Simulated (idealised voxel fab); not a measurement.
Process module in this document: voxel spacer lines
Pictured: cross-section cut, 255 nm wide, on a grid of 5 nm square cells.
A cross-section is a grid of square cells, given in bands from the top down. A band is one or more rows of cells. Quick guide to a band line: top height, bottom height (nm) up front; then every material left to right with its width in nm. Only one material and it's marked "all across"? Then it fills the band edge to edge. And "empty" just means empty space. Convention: height 0 is the level below which the wafer, as received, is all one material. The lowest band does not terminate at the bottom but continues downward, represented as "0 down". The notation "30->40" denotes a width that varies across the rows of cells in the band, beginning at the first number in the top row, finishing at the second number in the bottom row, and changing by an identical amount from each row to the next. "nothing was modified" for a step: no cell of the cross-section changed in that step. The label "Trapped void list" introduces a list of the empty spaces, 8 cells or larger, that have no open way up to the top; each entry in it reads width x height at distance, where the distance is taken from the left edge and all three are stated in nm. Step line, after settings: the simulator's comment on this step. overlay nm: how far to the right of its planned place the mask lay on this masked step (negative: to the left).

STEPS PLANNED FOR THE PROCESS
- 1: RECEIVE [material Si]
- 2: CONFORMAL_DEP [material Al2O3] [thk nm 10]
- 3: DIRECTIONAL_DEP [material TiN] [thk nm 10]
- 4: DIRECTIONAL_DEP [material polySi] [thk nm 30]
- 5: PATTERN [tone cover] [mask id MANDREL] [material resist] [width nm 20] [pitch nm 60] [thk nm 35] [overlay nm 0]
- 6: DIRECTIONAL_ETCH [etch materials polySi] [depth nm 30]
- 7: STRIP [etch materials resist]
- 8: CONFORMAL_DEP [material SiO2] [thk nm 10]
- 9: DIRECTIONAL_ETCH [etch materials SiO2] [depth nm 10]
- 10: STRIP [etch materials polySi]
- 11: DIRECTIONAL_ETCH [etch materials TiN] [depth nm 10]
- 12: STRIP [etch materials SiO2]
- 13: FILL_DEP [material lowk] [thk nm 5]
- 14: CMP [height nm 20]

ON THE FIRST OF THE TWO WAFERS: RUN CONDUCTED ACCORDING TO PLAN

CROSS-SECTION, INCOMING MATERIAL, AFTER STEP 1
  0 down | Si all across
  Trapped void list: none

AFTER STEP 2
  10 to 0 | Al2O3 all across
  below 0: unchanged

AFTER STEP 3
  20 to 10 | TiN all across
  below 10: unchanged

AFTER STEP 4
  50 to 20 | polySi all across
  below 20: unchanged

AFTER STEP 5
  85 to 50 | empty (85)  resist (20)  empty (40)  resist (20)  empty (90)
  below 50: unchanged

AFTER STEP 6
  85 to 50 | empty (85)  resist (20)  empty (40)  resist (20)  empty (90)
  50 to 20 | empty (85)  polySi (20)  empty (40)  polySi (20)  empty (90)
  below 20: unchanged

AFTER STEP 7
  50 to 20 | empty (85)  polySi (20)  empty (40)  polySi (20)  empty (90)
  below 20: unchanged

AFTER STEP 8
  60 to 50 | empty (75)  SiO2 (40)  empty (20)  SiO2 (40)  empty (80)
  50 to 30 | empty (75)  SiO2 (10)  polySi (20)  SiO2 (10)  empty (20)  SiO2 (10)  polySi (20)  SiO2 (10)  empty (80)
  30 to 20 | SiO2 (85)  polySi (20)  SiO2 (40)  polySi (20)  SiO2 (90)
  below 20: unchanged

AFTER STEP 9
  50 to 20 | empty (75)  SiO2 (10)  polySi (20)  SiO2 (10)  empty (20)  SiO2 (10)  polySi (20)  SiO2 (10)  empty (80)
  below 20: unchanged

AFTER STEP 10
  50 to 20 | empty (75)  SiO2 (10)  empty (20)  SiO2 (10)  empty (20)  SiO2 (10)  empty (20)  SiO2 (10)  empty (80)
  below 20: unchanged

AFTER STEP 11
  50 to 20 | empty (75)  SiO2 (10)  empty (20)  SiO2 (10)  empty (20)  SiO2 (10)  empty (20)  SiO2 (10)  empty (80)
  20 to 10 | empty (75)  TiN (10)  empty (20)  TiN (10)  empty (20)  TiN (10)  empty (20)  TiN (10)  empty (80)
  below 10: unchanged

AFTER STEP 12
  20 to 10 | empty (75)  TiN (10)  empty (20)  TiN (10)  empty (20)  TiN (10)  empty (20)  TiN (10)  empty (80)
  below 10: unchanged

AFTER STEP 13
  25 to 20 | lowk all across
  20 to 10 | lowk (75)  TiN (10)  lowk (20)  TiN (10)  lowk (20)  TiN (10)  lowk (20)  TiN (10)  lowk (80)
  below 10: unchanged

AFTER STEP 14
  20 to 10 | lowk (75)  TiN (10)  lowk (20)  TiN (10)  lowk (20)  TiN (10)  lowk (20)  TiN (10)  lowk (80)
  below 10: unchanged

COMPANION WAFER, THE SECOND OF TWO: SAME BEGINNING, SAME INTENDED SEQUENCE, ONE MISTAKE IN CARRYING IT OUT; THROUGH STEP 5 INCLUSIVE IT TRACKS THE FIRST EXACTLY

CROSS-SECTION, SECOND WAFER, AT THE END TIME THE PLAN GIVES FOR STEP 6
  85 to 50 | empty (85)  resist (20)  empty (40)  resist (20)  empty (90)
  50 to 20 | empty (85)  polySi (20)  empty (40)  polySi (20)  empty (90)
  below 20: unchanged

CROSS-SECTION, SECOND WAFER, AT THE END TIME THE PLAN GIVES FOR STEP 7
  50 to 20 | empty (85)  polySi (20)  empty (40)  polySi (20)  empty (90)
  below 20: unchanged

CROSS-SECTION, SECOND WAFER, AT THE END TIME THE PLAN GIVES FOR STEP 8
  60 to 50 | empty (75)  SiO2 (40)  empty (20)  SiO2 (40)  empty (80)
  50 to 30 | empty (75)  SiO2 (10)  polySi (20)  SiO2 (10)  empty (20)  SiO2 (10)  polySi (20)  SiO2 (10)  empty (80)
  30 to 20 | SiO2 (85)  polySi (20)  SiO2 (40)  polySi (20)  SiO2 (90)
  below 20: unchanged

CROSS-SECTION, SECOND WAFER, AT THE END TIME THE PLAN GIVES FOR STEP 9
  50 to 20 | empty (75)  SiO2 (10)  polySi (20)  SiO2 (10)  empty (20)  SiO2 (10)  polySi (20)  SiO2 (10)  empty (80)
  below 20: unchanged

CROSS-SECTION, SECOND WAFER, AT THE END TIME THE PLAN GIVES FOR STEP 10
  50 to 20 | empty (75)  SiO2 (10)  empty (20)  SiO2 (10)  empty (20)  SiO2 (10)  empty (20)  SiO2 (10)  empty (80)
  below 20: unchanged

CROSS-SECTION, SECOND WAFER, AT THE END TIME THE PLAN GIVES FOR STEP 11
  50 to 20 | empty (75)  SiO2 (10)  empty (20)  SiO2 (10)  empty (20)  SiO2 (10)  empty (20)  SiO2 (10)  empty (80)
  20 to 10 | empty (75)  TiN (10)  empty (20)  TiN (10)  empty (20)  TiN (10)  empty (20)  TiN (10)  empty (80)
  below 10: unchanged

CROSS-SECTION, SECOND WAFER, AT THE END TIME THE PLAN GIVES FOR STEP 12
  20 to 10 | empty (75)  TiN (10)  empty (20)  TiN (10)  empty (20)  TiN (10)  empty (20)  TiN (10)  empty (80)
  below 10: unchanged

CROSS-SECTION, SECOND WAFER, AT THE END TIME THE PLAN GIVES FOR STEP 13
  25 to 20 | lowk all across
  20 to 10 | lowk (75)  TiN (10)  lowk (20)  TiN (10)  lowk (20)  TiN (10)  lowk (20)  TiN (10)  lowk (80)
  below 10: unchanged

CROSS-SECTION, SECOND WAFER, AT THE END TIME THE PLAN GIVES FOR STEP 14
  20 to 10 | lowk (75)  TiN (10)  lowk (20)  TiN (10)  lowk (20)  TiN (10)  lowk (20)  TiN (10)  lowk (80)
  below 10: unchanged
So what did we get wrong on this run? step 6, plan: ran twice
At process end the two wafers are indistinguishable in cross-section, so the error does not change what this model computes.
